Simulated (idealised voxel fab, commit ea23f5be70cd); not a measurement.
process module | voxel transistor to metal
cross-section cut | 300 nm wide | cells 5 nm
A cross-section is a grid of square cells, given in bands from the top down. A band is one or more rows of cells.
Each band's line starts with the height of the band's top and of its bottom, in nm. Then come its materials from left to right, each with its width in nm. One material with "throughout" fills the band from edge to edge. "air" is empty space.
Height 0 is the level under which the wafer as received is all one material. The lowest band goes on downwards, as in "0 down".
A width such as "30 to 40" changes by the same amount from each row of cells to the next, from the band's top row to its bottom row.
"no change" after a step means that no cell of the cross-section changed.
closed voids: empty space of 8 cells or more with no open way to the top, each as width x height at its distance from the left edge, in nm
after a step's settings: what the simulator itself notes on the step
overlay nm, on a step with a mask: how far to the right of its planned place the mask lay; to the left if negative
plan
1 op RECEIVE | material Si
2 op OXIDIZE | depth nm 5
3 op CONFORMAL_DEP | material SiN | thk nm 10
4 op MASKED_ETCH | tone cover | mask id ACTIVE | width nm 115 | pitch nm 140 | etch materials SiN | depth nm 10 | overlay nm 0
5 op MASKED_ETCH | tone cover | mask id ACTIVE | width nm 115 | pitch nm 140 | etch materials SiO2 | depth nm 5 | overlay nm 0
6 op MASKED_ETCH | tone cover | mask id ACTIVE | width nm 115 | pitch nm 140 | etch materials Si | depth nm 35 | overlay nm 0
7 op OXIDIZE | depth nm 5
8 op FILL_DEP | material SiO2 | thk nm 5
9 op CMP | height nm 10
10 op SELECTIVE_ETCH | etch materials SiO2 | depth nm 10
11 op STRIP | etch materials SiN
12 op SELECTIVE_ETCH | etch materials SiO2 | depth nm 5
13 op OXIDIZE | depth nm 5
14 op DIRECTIONAL_DEP | material polySi | thk nm 30
15 op DIRECTIONAL_DEP | material SiCN | thk nm 15
16 op PATTERN | tone cover | mask id GATE | material resist | width nm 35 | pitch nm 140 | thk nm 15 | overlay nm 0
17 op DIRECTIONAL_ETCH | etch materials SiCN | depth nm 25
18 op DIRECTIONAL_ETCH | etch materials polySi | depth nm 40
19 op STRIP | etch materials resist
20 op CONFORMAL_DEP | material SiO2 | thk nm 5
21 op DIRECTIONAL_ETCH | etch materials SiO2 | depth nm 5
22 op CONFORMAL_DEP | material SiN | thk nm 10
23 op DIRECTIONAL_ETCH | etch materials SiN | depth nm 10
24 op DIRECTIONAL_ETCH | etch materials SiO2 | depth nm 5
25 op DIRECTIONAL_ETCH | etch materials Si | depth nm 10
26 op EPI | material nSi | thk nm 10
27 op FILL_DEP | material SiO2 | thk nm 10
28 op CMP | height nm 25
29 op STRIP | etch materials polySi
30 op SELECTIVE_ETCH | etch materials SiO2 | depth nm 5
31 op CONFORMAL_DEP | material HfO2 | thk nm 5
32 op CONFORMAL_DEP | material TiN | thk nm 5
33 op FILL_DEP | material W | thk nm 10
34 op CMP | height nm 20
35 op DIRECTIONAL_DEP | material SiO2 | thk nm 15
36 op DIRECTIONAL_DEP | material aC | thk nm 15
37 op PATTERN | tone open | mask id CONTACT | material resist | width nm 20 | thk nm 30 | overlay nm 0
38 op DIRECTIONAL_ETCH | etch materials aC | depth nm 15
39 op STRIP | etch materials resist
40 op DIRECTIONAL_ETCH | etch materials SiO2 | depth nm 45
41 op STRIP | etch materials aC
42 op CONFORMAL_DEP | material TiN | thk nm 5
43 op FILL_DEP | material W | thk nm 5
44 op CMP | height nm 35
45 op DIRECTIONAL_DEP | material TiN | thk nm 5
46 op DIRECTIONAL_DEP | material W | thk nm 20
47 op DIRECTIONAL_DEP | material aC | thk nm 10
48 op PATTERN | tone cover | mask id METAL_1 | material resist | width nm 20 | thk nm 25 | overlay nm 0
49 op DIRECTIONAL_ETCH | etch materials aC | depth nm 10
50 op STRIP | etch materials resist
51 op DIRECTIONAL_ETCH | etch materials W | depth nm 20
52 op DIRECTIONAL_ETCH | etch materials TiN | depth nm 5
53 op STRIP | etch materials aC
54 op FILL_DEP | material lowk | thk nm 10
55 op CMP | height nm 60
56 op CONFORMAL_DEP | material SiN | thk nm 5
first wafer, as planned
as received, after step 1
  0 down: Si throughout
  closed voids: none
after step 2
  0 to -5: SiO2 throughout
  below -5: unchanged
after step 3
  10 to 0: SiN throughout
  below 0: unchanged
after step 4
  10 to 0: air 20 | SiN 115 | air 25 | SiN 115 | air 25
  below 0: unchanged
after step 5
  10 to 0: air 20 | SiN 115 | air 25 | SiN 115 | air 25
  0 to -5: air 20 | SiO2 115 | air 25 | SiO2 115 | air 25
  below -5: unchanged
after step 6
  10 to 0: air 20 | SiN 115 | air 25 | SiN 115 | air 25
  0 to -5: air 20 | SiO2 115 | air 25 | SiO2 115 | air 25
  -5 to -40: air 20 | Si 115 | air 25 | Si 115 | air 25
  below -40: unchanged
after step 7
  10 to 0: air 20 | SiN 115 | air 25 | SiN 115 | air 25
  0 to -5: air 20 | SiO2 115 | air 25 | SiO2 115 | air 25
  -5 to -40: air 20 | SiO2 5 | Si 105 | SiO2 5 | air 25 | SiO2 5 | Si 105 | SiO2 5 | air 25
  -40 to -45: SiO2 25 | Si 105 | SiO2 35 | Si 105 | SiO2 30
  below -45: unchanged
after step 8
  15 to 10: SiO2 throughout
  10 to 0: SiO2 20 | SiN 115 | SiO2 25 | SiN 115 | SiO2 25
  0 to -5: SiO2 throughout
  -5 to -45: SiO2 25 | Si 105 | SiO2 35 | Si 105 | SiO2 30
  below -45: unchanged
after step 9
  10 to 0: SiO2 20 | SiN 115 | SiO2 25 | SiN 115 | SiO2 25
  below 0: unchanged
after step 10
  10 to 0: air 20 | SiN 115 | air 25 | SiN 115 | air 25
  below 0: unchanged
after step 11
  0 to -5: SiO2 throughout
  below -5: unchanged
after step 12
  -5 to -45: SiO2 25 | Si 105 | SiO2 35 | Si 105 | SiO2 30
  below -45: unchanged
after step 13
  -5 to -10: SiO2 throughout
  below -10: unchanged
after step 14
  25 to -5: polySi throughout
  below -5: unchanged
after step 15
  40 to 25: SiCN throughout
  below 25: unchanged
after step 16
  55 to 40: air 60 | resist 35 | air 105 | resist 35 | air 65
  below 40: unchanged
after step 17
  55 to 40: air 60 | resist 35 | air 105 | resist 35 | air 65
  40 to 25: air 60 | SiCN 35 | air 105 | SiCN 35 | air 65
  below 25: unchanged
after step 18
  55 to 40: air 60 | resist 35 | air 105 | resist 35 | air 65
  40 to 25: air 60 | SiCN 35 | air 105 | SiCN 35 | air 65
  25 to -5: air 60 | polySi 35 | air 105 | polySi 35 | air 65
  below -5: unchanged
after step 19
  40 to 25: air 60 | SiCN 35 | air 105 | SiCN 35 | air 65
  below 25: unchanged
after step 20
  45 to 40: air 55 | SiO2 45 | air 95 | SiO2 45 | air 60
  40 to 25: air 55 | SiO2 5 | SiCN 35 | SiO2 5 | air 95 | SiO2 5 | SiCN 35 | SiO2 5 | air 60
  25 to 0: air 55 | SiO2 5 | polySi 35 | SiO2 5 | air 95 | SiO2 5 | polySi 35 | SiO2 5 | air 60
  0 to -5: SiO2 60 | polySi 35 | SiO2 105 | polySi 35 | SiO2 65
  below -5: unchanged
after step 21
  40 to 25: air 55 | SiO2 5 | SiCN 35 | SiO2 5 | air 95 | SiO2 5 | SiCN 35 | SiO2 5 | air 60
  25 to -5: air 55 | SiO2 5 | polySi 35 | SiO2 5 | air 95 | SiO2 5 | polySi 35 | SiO2 5 | air 60
  below -5: unchanged
after step 22
  50 to 40: air 45 | SiN 65 | air 75 | SiN 65 | air 50
  40 to 25: air 45 | SiN 10 | SiO2 5 | SiCN 35 | SiO2 5 | SiN 10 | air 75 | SiN 10 | SiO2 5 | SiCN 35 | SiO2 5 | SiN 10 | air 50
  25 to 5: air 45 | SiN 10 | SiO2 5 | polySi 35 | SiO2 5 | SiN 10 | air 75 | SiN 10 | SiO2 5 | polySi 35 | SiO2 5 | SiN 10 | air 50
  5 to -5: SiN 55 | SiO2 5 | polySi 35 | SiO2 5 | SiN 95 | SiO2 5 | polySi 35 | SiO2 5 | SiN 60
  below -5: unchanged
after step 23
  40 to 25: air 45 | SiN 10 | SiO2 5 | SiCN 35 | SiO2 5 | SiN 10 | air 75 | SiN 10 | SiO2 5 | SiCN 35 | SiO2 5 | SiN 10 | air 50
  25 to -5: air 45 | SiN 10 | SiO2 5 | polySi 35 | SiO2 5 | SiN 10 | air 75 | SiN 10 | SiO2 5 | polySi 35 | SiO2 5 | SiN 10 | air 50
  below -5: unchanged
after step 24
  40 to 35: air 45 | SiN 10 | air 5 | SiCN 35 | air 5 | SiN 10 | air 75 | SiN 10 | air 5 | SiCN 35 | air 5 | SiN 10 | air 50
  35 to 25: air 45 | SiN 10 | SiO2 5 | SiCN 35 | SiO2 5 | SiN 10 | air 75 | SiN 10 | SiO2 5 | SiCN 35 | SiO2 5 | SiN 10 | air 50
  25 to -5: air 45 | SiN 10 | SiO2 5 | polySi 35 | SiO2 5 | SiN 10 | air 75 | SiN 10 | SiO2 5 | polySi 35 | SiO2 5 | SiN 10 | air 50
  -5 to -10: air 45 | SiO2 65 | air 75 | SiO2 65 | air 50
  below -10: unchanged
after step 25
  40 to 35: air 45 | SiN 10 | air 5 | SiCN 35 | air 5 | SiN 10 | air 75 | SiN 10 | air 5 | SiCN 35 | air 5 | SiN 10 | air 50
  35 to 25: air 45 | SiN 10 | SiO2 5 | SiCN 35 | SiO2 5 | SiN 10 | air 75 | SiN 10 | SiO2 5 | SiCN 35 | SiO2 5 | SiN 10 | air 50
  25 to -5: air 45 | SiN 10 | SiO2 5 | polySi 35 | SiO2 5 | SiN 10 | air 75 | SiN 10 | SiO2 5 | polySi 35 | SiO2 5 | SiN 10 | air 50
  -5 to -10: air 45 | SiO2 65 | air 75 | SiO2 65 | air 50
  -10 to -20: SiO2 25 | air 20 | Si 65 | air 20 | SiO2 35 | air 20 | Si 65 | air 20 | SiO2 30
  below -20: unchanged
after step 26
  40 to 35: air 45 | SiN 10 | air 5 | SiCN 35 | air 5 | SiN 10 | air 75 | SiN 10 | air 5 | SiCN 35 | air 5 | SiN 10 | air 50
  35 to 25: air 45 | SiN 10 | SiO2 5 | SiCN 35 | SiO2 5 | SiN 10 | air 75 | SiN 10 | SiO2 5 | SiCN 35 | SiO2 5 | SiN 10 | air 50
  25 to 0: air 45 | SiN 10 | SiO2 5 | polySi 35 | SiO2 5 | SiN 10 | air 75 | SiN 10 | SiO2 5 | polySi 35 | SiO2 5 | SiN 10 | air 50
  0 to -5: air 35 | nSi 10 | SiN 10 | SiO2 5 | polySi 35 | SiO2 5 | SiN 10 | nSi 10 | air 55 | nSi 10 | SiN 10 | SiO2 5 | polySi 35 | SiO2 5 | SiN 10 | nSi 10 | air 40
  -5 to -10: air 35 | nSi 10 | SiO2 65 | nSi 10 | air 55 | nSi 10 | SiO2 65 | nSi 10 | air 40
  -10 to -20: SiO2 25 | nSi 20 | Si 65 | nSi 20 | SiO2 35 | nSi 20 | Si 65 | nSi 20 | SiO2 30
  below -20: unchanged
after step 27
  50 to 40: SiO2 throughout
  40 to 25: SiO2 45 | SiN 10 | SiO2 5 | SiCN 35 | SiO2 5 | SiN 10 | SiO2 75 | SiN 10 | SiO2 5 | SiCN 35 | SiO2 5 | SiN 10 | SiO2 50
  25 to 0: SiO2 45 | SiN 10 | SiO2 5 | polySi 35 | SiO2 5 | SiN 10 | SiO2 75 | SiN 10 | SiO2 5 | polySi 35 | SiO2 5 | SiN 10 | SiO2 50
  0 to -5: SiO2 35 | nSi 10 | SiN 10 | SiO2 5 | polySi 35 | SiO2 5 | SiN 10 | nSi 10 | SiO2 55 | nSi 10 | SiN 10 | SiO2 5 | polySi 35 | SiO2 5 | SiN 10 | nSi 10 | SiO2 40
  -5 to -10: SiO2 35 | nSi 10 | SiO2 65 | nSi 10 | SiO2 55 | nSi 10 | SiO2 65 | nSi 10 | SiO2 40
  below -10: unchanged
after step 28
  25 to 0: SiO2 45 | SiN 10 | SiO2 5 | polySi 35 | SiO2 5 | SiN 10 | SiO2 75 | SiN 10 | SiO2 5 | polySi 35 | SiO2 5 | SiN 10 | SiO2 50
  below 0: unchanged
after step 29
  25 to 0: SiO2 45 | SiN 10 | SiO2 5 | air 35 | SiO2 5 | SiN 10 | SiO2 75 | SiN 10 | SiO2 5 | air 35 | SiO2 5 | SiN 10 | SiO2 50
  0 to -5: SiO2 35 | nSi 10 | SiN 10 | SiO2 5 | air 35 | SiO2 5 | SiN 10 | nSi 10 | SiO2 55 | nSi 10 | SiN 10 | SiO2 5 | air 35 | SiO2 5 | SiN 10 | nSi 10 | SiO2 40
  below -5: unchanged
after step 30
  25 to 20: air 45 | SiN 10 | air 45 | SiN 10 | air 75 | SiN 10 | air 45 | SiN 10 | air 50
  20 to 0: SiO2 45 | SiN 10 | air 45 | SiN 10 | SiO2 75 | SiN 10 | air 45 | SiN 10 | SiO2 50
  0 to -5: SiO2 35 | nSi 10 | SiN 10 | air 45 | SiN 10 | nSi 10 | SiO2 55 | nSi 10 | SiN 10 | air 45 | SiN 10 | nSi 10 | SiO2 40
  -5 to -10: SiO2 35 | nSi 10 | SiO2 10 | air 45 | SiO2 10 | nSi 10 | SiO2 55 | nSi 10 | SiO2 10 | air 45 | SiO2 10 | nSi 10 | SiO2 40
  below -10: unchanged
after step 31
  30 to 25: air 40 | HfO2 20 | air 35 | HfO2 20 | air 65 | HfO2 20 | air 35 | HfO2 20 | air 45
  25 to 20: HfO2 45 | SiN 10 | HfO2 5 | air 35 | HfO2 5 | SiN 10 | HfO2 75 | SiN 10 | HfO2 5 | air 35 | HfO2 5 | SiN 10 | HfO2 50
  20 to 0: SiO2 45 | SiN 10 | HfO2 5 | air 35 | HfO2 5 | SiN 10 | SiO2 75 | SiN 10 | HfO2 5 | air 35 | HfO2 5 | SiN 10 | SiO2 50
  0 to -5: SiO2 35 | nSi 10 | SiN 10 | HfO2 5 | air 35 | HfO2 5 | SiN 10 | nSi 10 | SiO2 55 | nSi 10 | SiN 10 | HfO2 5 | air 35 | HfO2 5 | SiN 10 | nSi 10 | SiO2 40
  -5 to -10: SiO2 35 | nSi 10 | SiO2 10 | HfO2 45 | SiO2 10 | nSi 10 | SiO2 55 | nSi 10 | SiO2 10 | HfO2 45 | SiO2 10 | nSi 10 | SiO2 40
  below -10: unchanged
after step 32
  35 to 30: air 35 | TiN 30 | air 25 | TiN 30 | air 55 | TiN 30 | air 25 | TiN 30 | air 40
  30 to 25: TiN 40 | HfO2 20 | TiN 5 | air 25 | TiN 5 | HfO2 20 | TiN 65 | HfO2 20 | TiN 5 | air 25 | TiN 5 | HfO2 20 | TiN 45
  25 to 20: HfO2 45 | SiN 10 | HfO2 5 | TiN 5 | air 25 | TiN 5 | HfO2 5 | SiN 10 | HfO2 75 | SiN 10 | HfO2 5 | TiN 5 | air 25 | TiN 5 | HfO2 5 | SiN 10 | HfO2 50
  20 to 0: SiO2 45 | SiN 10 | HfO2 5 | TiN 5 | air 25 | TiN 5 | HfO2 5 | SiN 10 | SiO2 75 | SiN 10 | HfO2 5 | TiN 5 | air 25 | TiN 5 | HfO2 5 | SiN 10 | SiO2 50
  0 to -5: SiO2 35 | nSi 10 | SiN 10 | HfO2 5 | TiN 35 | HfO2 5 | SiN 10 | nSi 10 | SiO2 55 | nSi 10 | SiN 10 | HfO2 5 | TiN 35 | HfO2 5 | SiN 10 | nSi 10 | SiO2 40
  below -5: unchanged
after step 33
  45 to 35: W throughout
  35 to 30: W 35 | TiN 30 | W 25 | TiN 30 | W 55 | TiN 30 | W 25 | TiN 30 | W 40
  30 to 25: TiN 40 | HfO2 20 | TiN 5 | W 25 | TiN 5 | HfO2 20 | TiN 65 | HfO2 20 | TiN 5 | W 25 | TiN 5 | HfO2 20 | TiN 45
  25 to 20: HfO2 45 | SiN 10 | HfO2 5 | TiN 5 | W 25 | TiN 5 | HfO2 5 | SiN 10 | HfO2 75 | SiN 10 | HfO2 5 | TiN 5 | W 25 | TiN 5 | HfO2 5 | SiN 10 | HfO2 50
  20 to 0: SiO2 45 | SiN 10 | HfO2 5 | TiN 5 | W 25 | TiN 5 | HfO2 5 | SiN 10 | SiO2 75 | SiN 10 | HfO2 5 | TiN 5 | W 25 | TiN 5 | HfO2 5 | SiN 10 | SiO2 50
  below 0: unchanged
after step 34
  20 to 0: SiO2 45 | SiN 10 | HfO2 5 | TiN 5 | W 25 | TiN 5 | HfO2 5 | SiN 10 | SiO2 75 | SiN 10 | HfO2 5 | TiN 5 | W 25 | TiN 5 | HfO2 5 | SiN 10 | SiO2 50
  below 0: unchanged
after step 35
  35 to 20: SiO2 throughout
  below 20: unchanged
after step 36
  50 to 35: aC throughout
  below 35: unchanged
after step 37
  80 to 50: resist 25 | air 20 | resist 65 | air 20 | resist 35 | air 20 | resist 65 | air 20 | resist 30
  below 50: unchanged
after step 38
  65 to 50: resist 25 | air 20 | resist 65 | air 20 | resist 35 | air 20 | resist 65 | air 20 | resist 30
  50 to 35: aC 25 | air 20 | aC 65 | air 20 | aC 35 | air 20 | aC 65 | air 20 | aC 30
  below 35: unchanged
after step 39
  50 to 35: aC 25 | air 20 | aC 65 | air 20 | aC 35 | air 20 | aC 65 | air 20 | aC 30
  below 35: unchanged
after step 40
  50 to 35: aC 25 | air 20 | aC 65 | air 20 | aC 35 | air 20 | aC 65 | air 20 | aC 30
  35 to 20: SiO2 25 | air 20 | SiO2 65 | air 20 | SiO2 35 | air 20 | SiO2 65 | air 20 | SiO2 30
  20 to 0: SiO2 25 | air 20 | SiN 10 | HfO2 5 | TiN 5 | W 25 | TiN 5 | HfO2 5 | SiN 10 | air 20 | SiO2 35 | air 20 | SiN 10 | HfO2 5 | TiN 5 | W 25 | TiN 5 | HfO2 5 | SiN 10 | air 20 | SiO2 30
  0 to -5: SiO2 25 | air 10 | nSi 10 | SiN 10 | HfO2 5 | TiN 35 | HfO2 5 | SiN 10 | nSi 10 | air 10 | SiO2 35 | air 10 | nSi 10 | SiN 10 | HfO2 5 | TiN 35 | HfO2 5 | SiN 10 | nSi 10 | air 10 | SiO2 30
  -5 to -10: SiO2 25 | air 10 | nSi 10 | SiO2 10 | HfO2 45 | SiO2 10 | nSi 10 | air 10 | SiO2 35 | air 10 | nSi 10 | SiO2 10 | HfO2 45 | SiO2 10 | nSi 10 | air 10 | SiO2 30
  below -10: unchanged
after step 41
  35 to 20: SiO2 25 | air 20 | SiO2 65 | air 20 | SiO2 35 | air 20 | SiO2 65 | air 20 | SiO2 30
  below 20: unchanged
after step 42
  40 to 35: TiN 30 | air 10 | TiN 75 | air 10 | TiN 45 | air 10 | TiN 75 | air 10 | TiN 35
  35 to 20: SiO2 25 | TiN 5 | air 10 | TiN 5 | SiO2 65 | TiN 5 | air 10 | TiN 5 | SiO2 35 | TiN 5 | air 10 | TiN 5 | SiO2 65 | TiN 5 | air 10 | TiN 5 | SiO2 30
  20 to 5: SiO2 25 | TiN 5 | air 10 | TiN 5 | SiN 10 | HfO2 5 | TiN 5 | W 25 | TiN 5 | HfO2 5 | SiN 10 | TiN 5 | air 10 | TiN 5 | SiO2 35 | TiN 5 | air 10 | TiN 5 | SiN 10 | HfO2 5 | TiN 5 | W 25 | TiN 5 | HfO2 5 | SiN 10 | TiN 5 | air 10 | TiN 5 | SiO2 30
  5 to 0: SiO2 25 | TiN 20 | SiN 10 | HfO2 5 | TiN 5 | W 25 | TiN 5 | HfO2 5 | SiN 10 | TiN 20 | SiO2 35 | TiN 20 | SiN 10 | HfO2 5 | TiN 5 | W 25 | TiN 5 | HfO2 5 | SiN 10 | TiN 20 | SiO2 30
  0 to -5: SiO2 25 | TiN 10 | nSi 10 | SiN 10 | HfO2 5 | TiN 35 | HfO2 5 | SiN 10 | nSi 10 | TiN 10 | SiO2 35 | TiN 10 | nSi 10 | SiN 10 | HfO2 5 | TiN 35 | HfO2 5 | SiN 10 | nSi 10 | TiN 10 | SiO2 30
  -5 to -10: SiO2 25 | TiN 10 | nSi 10 | SiO2 10 | HfO2 45 | SiO2 10 | nSi 10 | TiN 10 | SiO2 35 | TiN 10 | nSi 10 | SiO2 10 | HfO2 45 | SiO2 10 | nSi 10 | TiN 10 | SiO2 30
  below -10: unchanged
after step 43
  45 to 40: W throughout
  40 to 35: TiN 30 | W 10 | TiN 75 | W 10 | TiN 45 | W 10 | TiN 75 | W 10 | TiN 35
  35 to 20: SiO2 25 | TiN 5 | W 10 | TiN 5 | SiO2 65 | TiN 5 | W 10 | TiN 5 | SiO2 35 | TiN 5 | W 10 | TiN 5 | SiO2 65 | TiN 5 | W 10 | TiN 5 | SiO2 30
  20 to 5: SiO2 25 | TiN 5 | W 10 | TiN 5 | SiN 10 | HfO2 5 | TiN 5 | W 25 | TiN 5 | HfO2 5 | SiN 10 | TiN 5 | W 10 | TiN 5 | SiO2 35 | TiN 5 | W 10 | TiN 5 | SiN 10 | HfO2 5 | TiN 5 | W 25 | TiN 5 | HfO2 5 | SiN 10 | TiN 5 | W 10 | TiN 5 | SiO2 30
  below 5: unchanged
after step 44
  35 to 20: SiO2 25 | TiN 5 | W 10 | TiN 5 | SiO2 65 | TiN 5 | W 10 | TiN 5 | SiO2 35 | TiN 5 | W 10 | TiN 5 | SiO2 65 | TiN 5 | W 10 | TiN 5 | SiO2 30
  below 20: unchanged
after step 45
  40 to 35: TiN throughout
  below 35: unchanged
after step 46
  60 to 40: W throughout
  below 40: unchanged
after step 47
  70 to 60: aC throughout
  below 60: unchanged
after step 48
  95 to 70: air 25 | resist 20 | air 65 | resist 20 | air 35 | resist 20 | air 65 | resist 20 | air 30
  below 70: unchanged
after step 49
  85 to 70: air 25 | resist 20 | air 65 | resist 20 | air 35 | resist 20 | air 65 | resist 20 | air 30
  70 to 60: air 25 | aC 20 | air 65 | aC 20 | air 35 | aC 20 | air 65 | aC 20 | air 30
  below 60: unchanged
after step 50
  70 to 60: air 25 | aC 20 | air 65 | aC 20 | air 35 | aC 20 | air 65 | aC 20 | air 30
  below 60: unchanged
after step 51
  70 to 60: air 25 | aC 20 | air 65 | aC 20 | air 35 | aC 20 | air 65 | aC 20 | air 30
  60 to 40: air 25 | W 20 | air 65 | W 20 | air 35 | W 20 | air 65 | W 20 | air 30
  below 40: unchanged
after step 52
  70 to 60: air 25 | aC 20 | air 65 | aC 20 | air 35 | aC 20 | air 65 | aC 20 | air 30
  60 to 40: air 25 | W 20 | air 65 | W 20 | air 35 | W 20 | air 65 | W 20 | air 30
  40 to 35: air 25 | TiN 20 | air 65 | TiN 20 | air 35 | TiN 20 | air 65 | TiN 20 | air 30
  below 35: unchanged
after step 53
  60 to 40: air 25 | W 20 | air 65 | W 20 | air 35 | W 20 | air 65 | W 20 | air 30
  below 40: unchanged
after step 54
  70 to 60: lowk throughout
  60 to 40: lowk 25 | W 20 | lowk 65 | W 20 | lowk 35 | W 20 | lowk 65 | W 20 | lowk 30
  40 to 35: lowk 25 | TiN 20 | lowk 65 | TiN 20 | lowk 35 | TiN 20 | lowk 65 | TiN 20 | lowk 30
  below 35: unchanged
after step 55
  60 to 40: lowk 25 | W 20 | lowk 65 | W 20 | lowk 35 | W 20 | lowk 65 | W 20 | lowk 30
  below 40: unchanged
after step 56
  65 to 60: SiN throughout
  below 60: unchanged
second wafer: like start, like plan, one mistake. Through step 36 it matches the first wafer
when step 37 should have ended
  80 to 50: air 25 | resist 20 | air 65 | resist 20 | air 35 | resist 20 | air 65 | resist 20 | air 30
  below 50: unchanged
when step 38 should have ended
  65 to 50: air 25 | resist 20 | air 65 | resist 20 | air 35 | resist 20 | air 65 | resist 20 | air 30
  50 to 35: air 25 | aC 20 | air 65 | aC 20 | air 35 | aC 20 | air 65 | aC 20 | air 30
  below 35: unchanged
when step 39 should have ended
  50 to 35: air 25 | aC 20 | air 65 | aC 20 | air 35 | aC 20 | air 65 | aC 20 | air 30
  below 35: unchanged
when step 40 should have ended
  50 to 35: air 25 | aC 20 | air 65 | aC 20 | air 35 | aC 20 | air 65 | aC 20 | air 30
  35 to 20: air 25 | SiO2 20 | air 65 | SiO2 20 | air 35 | SiO2 20 | air 65 | SiO2 20 | air 30
  20 to 0: air 25 | SiO2 20 | SiN 10 | HfO2 5 | TiN 5 | W 25 | TiN 5 | HfO2 5 | SiN 10 | SiO2 20 | air 35 | SiO2 20 | SiN 10 | HfO2 5 | TiN 5 | W 25 | TiN 5 | HfO2 5 | SiN 10 | SiO2 20 | air 30
  0 to -5: air 25 | SiO2 10 | nSi 10 | SiN 10 | HfO2 5 | TiN 35 | HfO2 5 | SiN 10 | nSi 10 | SiO2 10 | air 35 | SiO2 10 | nSi 10 | SiN 10 | HfO2 5 | TiN 35 | HfO2 5 | SiN 10 | nSi 10 | SiO2 10 | air 30
  -5 to -10: air 25 | SiO2 10 | nSi 10 | SiO2 10 | HfO2 45 | SiO2 10 | nSi 10 | SiO2 10 | air 35 | SiO2 10 | nSi 10 | SiO2 10 | HfO2 45 | SiO2 10 | nSi 10 | SiO2 10 | air 30
  below -10: unchanged
when step 41 should have ended
  35 to 20: air 25 | SiO2 20 | air 65 | SiO2 20 | air 35 | SiO2 20 | air 65 | SiO2 20 | air 30
  below 20: unchanged
when step 42 should have ended
  40 to 35: air 20 | TiN 30 | air 55 | TiN 30 | air 25 | TiN 30 | air 55 | TiN 30 | air 25
  35 to 25: air 20 | TiN 5 | SiO2 20 | TiN 5 | air 55 | TiN 5 | SiO2 20 | TiN 5 | air 25 | TiN 5 | SiO2 20 | TiN 5 | air 55 | TiN 5 | SiO2 20 | TiN 5 | air 25
  25 to 20: air 20 | TiN 5 | SiO2 20 | TiN 65 | SiO2 20 | TiN 5 | air 25 | TiN 5 | SiO2 20 | TiN 65 | SiO2 20 | TiN 5 | air 25
  20 to 0: air 20 | TiN 5 | SiO2 20 | SiN 10 | HfO2 5 | TiN 5 | W 25 | TiN 5 | HfO2 5 | SiN 10 | SiO2 20 | TiN 5 | air 25 | TiN 5 | SiO2 20 | SiN 10 | HfO2 5 | TiN 5 | W 25 | TiN 5 | HfO2 5 | SiN 10 | SiO2 20 | TiN 5 | air 25
  0 to -5: air 20 | TiN 5 | SiO2 10 | nSi 10 | SiN 10 | HfO2 5 | TiN 35 | HfO2 5 | SiN 10 | nSi 10 | SiO2 10 | TiN 5 | air 25 | TiN 5 | SiO2 10 | nSi 10 | SiN 10 | HfO2 5 | TiN 35 | HfO2 5 | SiN 10 | nSi 10 | SiO2 10 | TiN 5 | air 25
  -5 to -10: TiN 25 | SiO2 10 | nSi 10 | SiO2 10 | HfO2 45 | SiO2 10 | nSi 10 | SiO2 10 | TiN 35 | SiO2 10 | nSi 10 | SiO2 10 | HfO2 45 | SiO2 10 | nSi 10 | SiO2 10 | TiN 30
  below -10: unchanged
when step 43 should have ended
  45 to 40: W throughout
  40 to 35: W 20 | TiN 30 | W 55 | TiN 30 | W 25 | TiN 30 | W 55 | TiN 30 | W 25
  35 to 25: W 20 | TiN 5 | SiO2 20 | TiN 5 | W 55 | TiN 5 | SiO2 20 | TiN 5 | W 25 | TiN 5 | SiO2 20 | TiN 5 | W 55 | TiN 5 | SiO2 20 | TiN 5 | W 25
  25 to 20: W 20 | TiN 5 | SiO2 20 | TiN 65 | SiO2 20 | TiN 5 | W 25 | TiN 5 | SiO2 20 | TiN 65 | SiO2 20 | TiN 5 | W 25
  20 to 0: W 20 | TiN 5 | SiO2 20 | SiN 10 | HfO2 5 | TiN 5 | W 25 | TiN 5 | HfO2 5 | SiN 10 | SiO2 20 | TiN 5 | W 25 | TiN 5 | SiO2 20 | SiN 10 | HfO2 5 | TiN 5 | W 25 | TiN 5 | HfO2 5 | SiN 10 | SiO2 20 | TiN 5 | W 25
  0 to -5: W 20 | TiN 5 | SiO2 10 | nSi 10 | SiN 10 | HfO2 5 | TiN 35 | HfO2 5 | SiN 10 | nSi 10 | SiO2 10 | TiN 5 | W 25 | TiN 5 | SiO2 10 | nSi 10 | SiN 10 | HfO2 5 | TiN 35 | HfO2 5 | SiN 10 | nSi 10 | SiO2 10 | TiN 5 | W 25
  below -5: unchanged
when step 44 should have ended
  35 to 25: W 20 | TiN 5 | SiO2 20 | TiN 5 | W 55 | TiN 5 | SiO2 20 | TiN 5 | W 25 | TiN 5 | SiO2 20 | TiN 5 | W 55 | TiN 5 | SiO2 20 | TiN 5 | W 25
  below 25: unchanged
when step 45 should have ended
  40 to 35: TiN throughout
  below 35: unchanged
when step 46 should have ended
  60 to 40: W throughout
  below 40: unchanged
when step 47 should have ended
  70 to 60: aC throughout
  below 60: unchanged
when step 48 should have ended
  95 to 70: air 25 | resist 20 | air 65 | resist 20 | air 35 | resist 20 | air 65 | resist 20 | air 30
  below 70: unchanged
when step 49 should have ended
  85 to 70: air 25 | resist 20 | air 65 | resist 20 | air 35 | resist 20 | air 65 | resist 20 | air 30
  70 to 60: air 25 | aC 20 | air 65 | aC 20 | air 35 | aC 20 | air 65 | aC 20 | air 30
  below 60: unchanged
when step 50 should have ended
  70 to 60: air 25 | aC 20 | air 65 | aC 20 | air 35 | aC 20 | air 65 | aC 20 | air 30
  below 60: unchanged
when step 51 should have ended
  70 to 60: air 25 | aC 20 | air 65 | aC 20 | air 35 | aC 20 | air 65 | aC 20 | air 30
  60 to 40: air 25 | W 20 | air 65 | W 20 | air 35 | W 20 | air 65 | W 20 | air 30
  below 40: unchanged
when step 52 should have ended
  70 to 60: air 25 | aC 20 | air 65 | aC 20 | air 35 | aC 20 | air 65 | aC 20 | air 30
  60 to 40: air 25 | W 20 | air 65 | W 20 | air 35 | W 20 | air 65 | W 20 | air 30
  40 to 35: air 25 | TiN 20 | air 65 | TiN 20 | air 35 | TiN 20 | air 65 | TiN 20 | air 30
  below 35: unchanged
when step 53 should have ended
  60 to 40: air 25 | W 20 | air 65 | W 20 | air 35 | W 20 | air 65 | W 20 | air 30
  below 40: unchanged
when step 54 should have ended
  70 to 60: lowk throughout
  60 to 40: lowk 25 | W 20 | lowk 65 | W 20 | lowk 35 | W 20 | lowk 65 | W 20 | lowk 30
  40 to 35: lowk 25 | TiN 20 | lowk 65 | TiN 20 | lowk 35 | TiN 20 | lowk 65 | TiN 20 | lowk 30
  below 35: unchanged
when step 55 should have ended
  60 to 40: lowk 25 | W 20 | lowk 65 | W 20 | lowk 35 | W 20 | lowk 65 | W 20 | lowk 30
  below 40: unchanged
when step 56 should have ended
  65 to 60: SiN throughout
  below 60: unchanged
what went wrong: step 37 ran as: op PATTERN | tone cover | mask id CONTACT | material resist | width nm 20 | thk nm 30 | overlay nm 0
at the end the second wafer has, in cells: 112 fewer of SiO2 | 4 more of TiN | 108 more of W
